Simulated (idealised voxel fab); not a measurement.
This is a process module. Its name is voxel ribs on slabs.
In the cross-section labelled cut, the width is 285 nm and each square cell is 5 nm.
Reading order for cross-sections: top band down to bottom band. Underlying form: a grid of square cells. Band size: one or more rows of cells.
This entry defines a band. It first specifies the height of the band's top and the height of its bottom in nm, and then specifies the band's materials from left to right, stating each material with its width in nm. The word "edge to edge" identifies a single material that fills the band from edge to edge, while the word "empty" identifies empty space.
Counting heights begins at 0, where everything beneath is, in the wafer as received, one material. The lowest band has no bottom; it goes on downwards, as "0..down" shows.
A width such as "30..40" changes by the same amount from each row of cells to the next, from the band's top row to its bottom row.
For the purposes of this document, the phrase "remained the same" attached to a step denotes that no cell within the cross-section was modified by that step.
"Completely enclosed voids" contains a list of empty spaces, each no smaller than 8 cells and without an open way to the top, written in the form width x height at distance with the distance from the left edge and all three in nm.
If you see something after the settings on a step's line, that's the simulator's own remark about that step.
The optional step-line setting "overlay nm" applies to steps with a mask and quantifies how far to the right of its planned location the mask lay, a negative value indicating leftward placement.

[This section lists the process steps that were planned]
1: op RECEIVE | material Si
2: op DIRECTIONAL_DEP | material SiO2 | thk nm 30
3: op DIRECTIONAL_DEP | material SiN | thk nm 20
4: op MASKED_ETCH | tone cover | mask id RIB | width nm 25 | etch materials SiN | depth nm 15 | overlay nm 0
5: op PATTERN | tone cover | mask id SLAB | material resist | width nm 65 | thk nm 15 | overlay nm 0
6: op DIRECTIONAL_ETCH | etch materials SiN | depth nm 5
7: op STRIP | etch materials resist
8: op FILL_DEP | material SiO2 | thk nm 25
9: op CMP | height nm 70
10: op DIRECTIONAL_DEP | material TiN | thk nm 5
11: op DIRECTIONAL_DEP | material aC | thk nm 15
12: op PATTERN | tone cover | mask id HEATER | material resist | width nm 35 | thk nm 35 | overlay nm 0
13: op DIRECTIONAL_ETCH | etch materials aC | depth nm 15
14: op STRIP | etch materials resist
15: op DIRECTIONAL_ETCH | etch materials TiN | depth nm 10
16: op STRIP | etch materials aC
17: op CONFORMAL_DEP | material SiO2 | thk nm 5
The plan shows the thk nm of step 10 as the first wafer had it; this setting differs between the wafers, which start out alike.

[Cross-section, first of several wafers, as delivered after step 1]
- 0..down = Si edge to edge
- Completely enclosed voids: none

[wafer rows; end of module; cells per material since receipt: (+) gained, (-) lost; then closed voids]
thk nm 5; +28 SiN; +829 SiO2; +7 TiN; Completely enclosed voids: none
thk nm 10; +28 SiN; +831 SiO2; +14 TiN; Completely enclosed voids: none
thk nm 15; +28 SiN; +831 SiO2; +71 TiN; Completely enclosed voids: none
thk nm 20; +28 SiN; +831 SiO2; +128 TiN; Completely enclosed voids: none
thk nm 25; +28 SiN; +831 SiO2; +185 TiN; Completely enclosed voids: none
